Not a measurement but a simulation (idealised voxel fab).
The following process module bears the name voxel capacitor over wiring.
The cross-section on display is named cut; it measures 265 nm wide, and its cells are 5 nm squares.
How to read a cross-section here: the picture is a grid of square cells, written as bands going from the top down, and any band can span one or more rows of cells.
Each band's line starts with the height of the band's top and of its bottom, in nm. Then come its materials from left to right, each with its width in nm. One material with "full width" fills the band from edge to edge. "air" is empty space.
We count height from 0. Below that, the starting wafer is all one material. The lowest band never ends at the bottom but goes on down; see "0..down" for how that is written.
Read "30 to 40" as a graded width: first number on top, second number at the bottom, same change between each pair of neighbouring rows.
"no change" for a step: no cell of the cross-section changed in that step.
Empty spaces without an open route to the top, at least 8 cells in extent, make up the entry "Enclosed internal voids"; each is given as width x height at distance, where the distance is measured from the left edge, and all are in nm.
Formally, on a step line, whatever follows the settings is a remark that the simulator itself makes on the step.
"overlay nm" on a masked step: distance the mask lay right of its planned place, negative for left.

[Process steps (planned)]
| 1 | op RECEIVE | material Si |
| 2 | op CONFORMAL_DEP | material SiO2 | thk nm 15 |
| 3 | op DIRECTIONAL_DEP | material TiN | thk nm 5 |
| 4 | op DIRECTIONAL_DEP | material W | thk nm 15 |
| 5 | op DIRECTIONAL_DEP | material aC | thk nm 10 |
| 6 | op PATTERN | tone cover | mask id METAL_1 | material resist | width nm 25 | pitch nm 90 | thk nm 25 | overlay nm 0 |
| 7 | op DIRECTIONAL_ETCH | etch materials aC | depth nm 10 |
| 8 | op STRIP | etch materials resist |
| 9 | op DIRECTIONAL_ETCH | etch materials W | depth nm 15 |
| 10 | op DIRECTIONAL_ETCH | etch materials TiN | depth nm 5 |
| 11 | op STRIP | etch materials aC |
| 12 | op CONFORMAL_DEP | material SiN | thk nm 5 |
| 13 | op FILL_DEP | material SiO2 | thk nm 5 |
| 14 | op CMP | height nm 35 |
| 15 | op CONFORMAL_DEP | material SiCN | thk nm 5 |
| 16 | op DIRECTIONAL_DEP | material lowk | thk nm 10 |
| 17 | op MASKED_ETCH | tone open | mask id PLUG_1 | width nm 15 | etch materials lowk | depth nm 10 | overlay nm 0 |
| 18 | op MASKED_ETCH | tone open | mask id PLUG_1 | width nm 15 | etch materials SiCN | depth nm 5 | overlay nm 0 |
| 19 | op CONFORMAL_DEP | material TiN | thk nm 5 |
| 20 | op FILL_DEP | material Cu | thk nm 5 |
| 21 | op CMP | height nm 50 |
| 22 | op DIRECTIONAL_DEP | material TiN | thk nm 10 |
| 23 | op DIRECTIONAL_DEP | material SiN | thk nm 5 |
| 24 | op DIRECTIONAL_DEP | material TiN | thk nm 10 |
| 25 | op MASKED_ETCH | tone cover | mask id UPPER_PLATE | width nm 70 | etch materials TiN | depth nm 10 | overlay nm 0 |
| 26 | op MASKED_ETCH | tone cover | mask id UPPER_PLATE | width nm 70 | etch materials SiN | depth nm 5 | overlay nm 0 |
| 27 | op DIRECTIONAL_DEP | material aC | thk nm 10 |
| 28 | op PATTERN | tone cover | mask id LOWER_PLATE | material resist | width nm 80 | thk nm 30 | overlay nm 0 |
| 29 | op DIRECTIONAL_ETCH | etch materials aC | depth nm 10 |
| 30 | op STRIP | etch materials resist |
| 31 | op DIRECTIONAL_ETCH | etch materials TiN | depth nm 10 |
| 32 | op STRIP | etch materials aC |
| 33 | op FILL_DEP | material SiO2 | thk nm 15 |
| 34 | op CMP | height nm 85 |
| 35 | op PATTERN | tone open | mask id PLUG_2 | material resist | width nm 15 | thk nm 15 | overlay nm 0 |
| 36 | op DIRECTIONAL_ETCH | etch materials SiO2 | depth nm 10 |
| 37 | op STRIP | etch materials resist |
| 38 | op CONFORMAL_DEP | material TiN | thk nm 5 |
| 39 | op FILL_DEP | material W | thk nm 5 |
| 40 | op CMP | height nm 85 |
| 41 | op CONFORMAL_DEP | material SiCN | thk nm 5 |

[The first of two wafers, run as planned]

[The cross-section here shows the wafer as received, i.e. in its state after step 1]
- 0..down: Si full width
- Enclosed internal voids: none

[Wafer after step 2 (cross-section)]
- 15..0: SiO2 full width
- No changes below 0.

[Wafer after step 3 (cross-section)]
- 20..15: TiN full width
- No changes below 15.

[Wafer after step 4 (cross-section)]
- 35..20: W full width
- No changes below 20.

[Wafer after step 5 (cross-section)]
- 45..35: aC full width
- No changes below 35.

[Wafer after step 6 (cross-section)]
- 70..45: 75 nm air; 25 nm resist; 65 nm air; 25 nm resist; 75 nm air
- No changes below 45.

[Wafer after step 7 (cross-section)]
- 60..45: 75 nm air; 25 nm resist; 65 nm air; 25 nm resist; 75 nm air
- 45..35: 75 nm air; 25 nm aC; 65 nm air; 25 nm aC; 75 nm air
- No changes below 35.

[Wafer after step 8 (cross-section)]
- 45..35: 75 nm air; 25 nm aC; 65 nm air; 25 nm aC; 75 nm air
- No changes below 35.

[Wafer after step 9 (cross-section)]
- 45..35: 75 nm air; 25 nm aC; 65 nm air; 25 nm aC; 75 nm air
- 35..20: 75 nm air; 25 nm W; 65 nm air; 25 nm W; 75 nm air
- No changes below 20.

[Wafer after step 10 (cross-section)]
- 45..35: 75 nm air; 25 nm aC; 65 nm air; 25 nm aC; 75 nm air
- 35..20: 75 nm air; 25 nm W; 65 nm air; 25 nm W; 75 nm air
- 20..15: 75 nm air; 25 nm TiN; 65 nm air; 25 nm TiN; 75 nm air
- No changes below 15.

[Wafer after step 11 (cross-section)]
- 35..20: 75 nm air; 25 nm W; 65 nm air; 25 nm W; 75 nm air
- No changes below 20.

[Wafer after step 12 (cross-section)]
- 40..35: 70 nm air; 35 nm SiN; 55 nm air; 35 nm SiN; 70 nm air
- 35..20: 70 nm air; 5 nm SiN; 25 nm W; 5 nm SiN; 55 nm air; 5 nm SiN; 25 nm W; 5 nm SiN; 70 nm air
- 20..15: 75 nm SiN; 25 nm TiN; 65 nm SiN; 25 nm TiN; 75 nm SiN
- No changes below 15.

[Wafer after step 13 (cross-section)]
- 45..40: SiO2 full width
- 40..35: 70 nm SiO2; 35 nm SiN; 55 nm SiO2; 35 nm SiN; 70 nm SiO2
- 35..20: 70 nm SiO2; 5 nm SiN; 25 nm W; 5 nm SiN; 55 nm SiO2; 5 nm SiN; 25 nm W; 5 nm SiN; 70 nm SiO2
- No changes below 20.

[Wafer after step 14 (cross-section)]
- 35..20: 70 nm SiO2; 5 nm SiN; 25 nm W; 5 nm SiN; 55 nm SiO2; 5 nm SiN; 25 nm W; 5 nm SiN; 70 nm SiO2
- No changes below 20.

[Wafer after step 15 (cross-section)]
- 40..35: SiCN full width
- No changes below 35.

[Wafer after step 16 (cross-section)]
- 50..40: lowk full width
- No changes below 40.

[Wafer after step 17 (cross-section)]
- 50..40: 85 nm lowk; 15 nm air; 165 nm lowk
- No changes below 40.

[Wafer after step 18 (cross-section)]
- 50..40: 85 nm lowk; 15 nm air; 165 nm lowk
- 40..35: 85 nm SiCN; 15 nm air; 165 nm SiCN
- No changes below 35.

[Wafer after step 19 (cross-section)]
- 55..50: 90 nm TiN; 5 nm air; 170 nm TiN
- 50..40: 85 nm lowk; 5 nm TiN; 5 nm air; 5 nm TiN; 165 nm lowk
- 40..35: 85 nm SiCN; 15 nm TiN; 165 nm SiCN
- No changes below 35.

[Wafer after step 20 (cross-section)]
- 60..55: Cu full width
- 55..50: 90 nm TiN; 5 nm Cu; 170 nm TiN
- 50..40: 85 nm lowk; 5 nm TiN; 5 nm Cu; 5 nm TiN; 165 nm lowk
- No changes below 40.

[Wafer after step 21 (cross-section)]
- 50..40: 85 nm lowk; 5 nm TiN; 5 nm Cu; 5 nm TiN; 165 nm lowk
- No changes below 40.

[Wafer after step 22 (cross-section)]
- 60..50: TiN full width
- No changes below 50.

[Wafer after step 23 (cross-section)]
- 65..60: SiN full width
- No changes below 60.

[Wafer after step 24 (cross-section)]
- 75..65: TiN full width
- No changes below 65.

[Wafer after step 25 (cross-section)]
- 75..65: 85 nm air; 70 nm TiN; 110 nm air
- No changes below 65.

[Wafer after step 26 (cross-section)]
- 75..65: 85 nm air; 70 nm TiN; 110 nm air
- 65..60: 85 nm air; 70 nm SiN; 110 nm air
- No changes below 60.

[Wafer after step 27 (cross-section)]
- 85..75: 85 nm air; 70 nm aC; 110 nm air
- 75..70: 85 nm air; 70 nm TiN; 110 nm air
- 70..65: 85 nm aC; 70 nm TiN; 110 nm aC
- 65..60: 85 nm aC; 70 nm SiN; 110 nm aC
- No changes below 60.

[Wafer after step 28 (cross-section)]
- 115..85: 80 nm air; 80 nm resist; 105 nm air
- 85..75: 80 nm air; 5 nm resist; 70 nm aC; 5 nm resist; 105 nm air
- 75..70: 80 nm air; 5 nm resist; 70 nm TiN; 5 nm resist; 105 nm air
- No changes below 70.

[Wafer after step 29 (cross-section)]
- 105..85: 80 nm air; 80 nm resist; 105 nm air
- 85..75: 80 nm air; 5 nm resist; 70 nm aC; 5 nm resist; 105 nm air
- 75..70: 80 nm air; 5 nm resist; 70 nm TiN; 5 nm resist; 105 nm air
- 70..65: 80 nm air; 5 nm aC; 70 nm TiN; 5 nm aC; 105 nm air
- 65..60: 80 nm air; 5 nm aC; 70 nm SiN; 5 nm aC; 105 nm air
- No changes below 60.

[Wafer after step 30 (cross-section)]
- 85..75: 85 nm air; 70 nm aC; 110 nm air
- 75..70: 85 nm air; 70 nm TiN; 110 nm air
- No changes below 70.

[Wafer after step 31 (cross-section)]
- 85..75: 85 nm air; 70 nm aC; 110 nm air
- 75..70: 85 nm air; 70 nm TiN; 110 nm air
- 70..65: 80 nm air; 5 nm aC; 70 nm TiN; 5 nm aC; 105 nm air
- 65..60: 80 nm air; 5 nm aC; 70 nm SiN; 5 nm aC; 105 nm air
- 60..50: 80 nm air; 80 nm TiN; 105 nm air
- No changes below 50.

[Wafer after step 32 (cross-section)]
- 75..65: 85 nm air; 70 nm TiN; 110 nm air
- 65..60: 85 nm air; 70 nm SiN; 110 nm air
- No changes below 60.

[Wafer after step 33 (cross-section)]
- 90..75: SiO2 full width
- 75..65: 85 nm SiO2; 70 nm TiN; 110 nm SiO2
- 65..60: 85 nm SiO2; 70 nm SiN; 110 nm SiO2
- 60..50: 80 nm SiO2; 80 nm TiN; 105 nm SiO2
- No changes below 50.

[Wafer after step 34 (cross-section)]
- 85..75: SiO2 full width
- No changes below 75.

[Wafer after step 35 (cross-section)]
- 100..85: 95 nm resist; 15 nm air; 155 nm resist
- No changes below 85.

[Wafer after step 36 (cross-section)]
- 100..85: 95 nm resist; 15 nm air; 155 nm resist
- 85..75: 95 nm SiO2; 15 nm air; 155 nm SiO2
- No changes below 75.

[Wafer after step 37 (cross-section)]
- 85..75: 95 nm SiO2; 15 nm air; 155 nm SiO2
- No changes below 75.

[Wafer after step 38 (cross-section)]
- 90..85: 100 nm TiN; 5 nm air; 160 nm TiN
- 85..80: 95 nm SiO2; 5 nm TiN; 5 nm air; 5 nm TiN; 155 nm SiO2
- 80..75: 95 nm SiO2; 15 nm TiN; 155 nm SiO2
- No changes below 75.

[Wafer after step 39 (cross-section)]
- 95..90: W full width
- 90..85: 100 nm TiN; 5 nm W; 160 nm TiN
- 85..80: 95 nm SiO2; 5 nm TiN; 5 nm W; 5 nm TiN; 155 nm SiO2
- No changes below 80.

[Wafer after step 40 (cross-section)]
- 85..80: 95 nm SiO2; 5 nm TiN; 5 nm W; 5 nm TiN; 155 nm SiO2
- No changes below 80.

[Wafer after step 41 (cross-section)]
- 90..85: SiCN full width
- No changes below 85.

[Wafer two. Identical start, identical plan. One mistake in execution. Identical history through step 22]

[Cross-section: second wafer, time at which step 23 was scheduled to end]
- 65..60: SiCN full width
- No changes below 60.

[Cross-section: second wafer, time at which step 24 was scheduled to end]
- 75..65: TiN full width
- No changes below 65.

[Cross-section: second wafer, time at which step 25 was scheduled to end]
- 75..65: 85 nm air; 70 nm TiN; 110 nm air
- No changes below 65.

Cross-section: second wafer, time at which step 26 was scheduled to end: no change

[Cross-section: second wafer, time at which step 27 was scheduled to end]
- 85..75: 85 nm air; 70 nm aC; 110 nm air
- 75..65: 85 nm aC; 70 nm TiN; 110 nm aC
- No changes below 65.

[Cross-section: second wafer, time at which step 28 was scheduled to end]
- 115..85: 80 nm air; 80 nm resist; 105 nm air
- 85..75: 80 nm air; 5 nm resist; 70 nm aC; 5 nm resist; 105 nm air
- No changes below 75.

[Cross-section: second wafer, time at which step 29 was scheduled to end]
- 105..85: 80 nm air; 80 nm resist; 105 nm air
- 85..75: 80 nm air; 5 nm resist; 70 nm aC; 5 nm resist; 105 nm air
- 75..65: 80 nm air; 5 nm aC; 70 nm TiN; 5 nm aC; 105 nm air
- No changes below 65.

[Cross-section: second wafer, time at which step 30 was scheduled to end]
- 85..75: 85 nm air; 70 nm aC; 110 nm air
- No changes below 75.

Cross-section: second wafer, time at which step 31 was scheduled to end: no change

[Cross-section: second wafer, time at which step 32 was scheduled to end]
- 75..65: 85 nm air; 70 nm TiN; 110 nm air
- No changes below 65.

[Cross-section: second wafer, time at which step 33 was scheduled to end]
- 90..75: SiO2 full width
- 75..65: 85 nm SiO2; 70 nm TiN; 110 nm SiO2
- No changes below 65.

[Cross-section: second wafer, time at which step 34 was scheduled to end]
- 85..75: SiO2 full width
- No changes below 75.

[Cross-section: second wafer, time at which step 35 was scheduled to end]
- 100..85: 95 nm resist; 15 nm air; 155 nm resist
- No changes below 85.

[Cross-section: second wafer, time at which step 36 was scheduled to end]
- 100..85: 95 nm resist; 15 nm air; 155 nm resist
- 85..75: 95 nm SiO2; 15 nm air; 155 nm SiO2
- No changes below 75.

[Cross-section: second wafer, time at which step 37 was scheduled to end]
- 85..75: 95 nm SiO2; 15 nm air; 155 nm SiO2
- No changes below 75.

[Cross-section: second wafer, time at which step 38 was scheduled to end]
- 90..85: 100 nm TiN; 5 nm air; 160 nm TiN
- 85..80: 95 nm SiO2; 5 nm TiN; 5 nm air; 5 nm TiN; 155 nm SiO2
- 80..75: 95 nm SiO2; 15 nm TiN; 155 nm SiO2
- No changes below 75.

[Cross-section: second wafer, time at which step 39 was scheduled to end]
- 95..90: W full width
- 90..85: 100 nm TiN; 5 nm W; 160 nm TiN
- 85..80: 95 nm SiO2; 5 nm TiN; 5 nm W; 5 nm TiN; 155 nm SiO2
- No changes below 80.

[Cross-section: second wafer, time at which step 40 was scheduled to end]
- 85..80: 95 nm SiO2; 5 nm TiN; 5 nm W; 5 nm TiN; 155 nm SiO2
- No changes below 80.

[Cross-section: second wafer, time at which step 41 was scheduled to end]
- 90..85: SiCN full width
- No changes below 85.
Which mistake was made when the wafer was run? step 23 off recipe, ran as op DIRECTIONAL_DEP | material SiCN | thk nm 5
Once processing is complete, comparing cell counts shows that the second wafer has more or fewer of certain materials than the first: SiCN +53, SiN -14, SiO2 -113, TiN +74
